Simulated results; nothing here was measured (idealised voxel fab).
voxel fin reveal: a process module
Section cut is 210 nm wide and gridded with 5 nm square cells.
A cross-section in this document is a grid of square cells, and it is written down as bands, the top band listed before the ones below it; a band is made up of one or more rows of cells.
Within each band entry, the heights of the top and of the bottom of the band appear first, in that order and in nm; the materials of the band then follow from left to right, each with its corresponding width in nm. The designation "all across" on a single material indicates that it fills the band from edge to edge; the designation "air" indicates empty space.
We count height from 0. Below that, the starting wafer is all one material. The lowest band never ends at the bottom but goes on down; see "0..down" for how that is written.
With a width like "30 to 40", each row of cells in the band differs from the next by the same amount, the top row carrying the first number and the bottom row the second.
The designation "no modifications", where it is given for a processing step, indicates that no cell of the cross-section was altered in the course of that step.
"Enclosed voids": sealed empty spaces, 8 cells or more, no open way to top, listed width x height at distance, with distance from the left edge and width, height and distance in nm.
If you see something after the settings on a step's line, that's the simulator's own remark about that step.
overlay nm, on a step with a mask: how far to the right of its planned place the mask lay; to the left if negative

-- Steps planned for the process
- 1: RECEIVE (material Si)
- 2: CONFORMAL_DEP (material SiN; thk nm 5)
- 3: PATTERN (tone cover; mask id FINS; material resist; width nm 15; pitch nm 40; thk nm 20; overlay nm 0)
- 4: DIRECTIONAL_ETCH (etch materials SiN; depth nm 5)
- 5: DIRECTIONAL_ETCH (etch materials Si; depth nm 35)
- 6: STRIP (etch materials resist)
- 7: FILL_DEP (material SiO2; thk nm 5)
- 8: CMP (height nm 5)
- 9: SELECTIVE_ETCH (etch materials SiO2; depth nm 30)
- 10: STRIP (etch materials SiN)
- 11: CONFORMAL_DEP (material HfO2; thk nm 5)

-- Wafer at receipt (post step 1), cross-section
- 0..down = Si all across
- Enclosed voids: none

-- Here's the cross-section of the first of our two wafers at the end of the module - it ran as planned
- 5..0 = air: 30 | HfO2: 25 | air: 15 | HfO2: 25 | air: 15 | HfO2: 25 | air: 15 | HfO2: 25 | air: 35
- 0..-20 = air: 30 | HfO2: 5 | Si: 15 | HfO2: 5 | air: 15 | HfO2: 5 | Si: 15 | HfO2: 5 | air: 15 | HfO2: 5 | Si: 15 | HfO2: 5 | air: 15 | HfO2: 5 | Si: 15 | HfO2: 5 | air: 35
- -20..-25 = HfO2: 35 | Si: 15 | HfO2: 25 | Si: 15 | HfO2: 25 | Si: 15 | HfO2: 25 | Si: 15 | HfO2: 40
- -25..-35 = SiO2: 35 | Si: 15 | SiO2: 25 | Si: 15 | SiO2: 25 | Si: 15 | SiO2: 25 | Si: 15 | SiO2: 40
- -35..down = Si all across
- Enclosed voids: none

-- Now the second wafer, cross-sectioned at the end of the module. Nothing different at the start, nothing different in the plan compared with the first, just one mistake when it was actually run
- 5..0 = air: 30 | HfO2: 25 | air: 15 | HfO2: 25 | air: 15 | HfO2: 25 | air: 15 | HfO2: 25 | air: 35
- 0..-20 = air: 30 | HfO2: 5 | Si: 15 | HfO2: 5 | air: 15 | HfO2: 5 | Si: 15 | HfO2: 5 | air: 15 | HfO2: 5 | Si: 15 | HfO2: 5 | air: 15 | HfO2: 5 | Si: 15 | HfO2: 5 | air: 35
- -20..-25 = HfO2: 10 | air: 20 | HfO2: 5 | Si: 15 | HfO2: 5 | air: 15 | HfO2: 5 | Si: 15 | HfO2: 5 | air: 15 | HfO2: 5 | Si: 15 | HfO2: 5 | air: 15 | HfO2: 5 | Si: 15 | HfO2: 5 | air: 20 | HfO2: 15
- -25..-30 = SiO2: 5 | HfO2: 30 | Si: 15 | HfO2: 25 | Si: 15 | HfO2: 25 | Si: 15 | HfO2: 25 | Si: 15 | HfO2: 30 | SiO2: 10
- -30..-35 = SiO2: 35 | Si: 15 | SiO2: 25 | Si: 15 | SiO2: 25 | Si: 15 | SiO2: 25 | Si: 15 | SiO2: 40
- -35..down = Si all across
- Enclosed voids: none
Nonconformance to the process plan: step 9 ran in the slot meant for step 10, and vice versa
Bottom line after processing is that, in cells, the second wafer is up or down on some materials versus the first: 10 more of HfO2; 27 fewer of SiO2
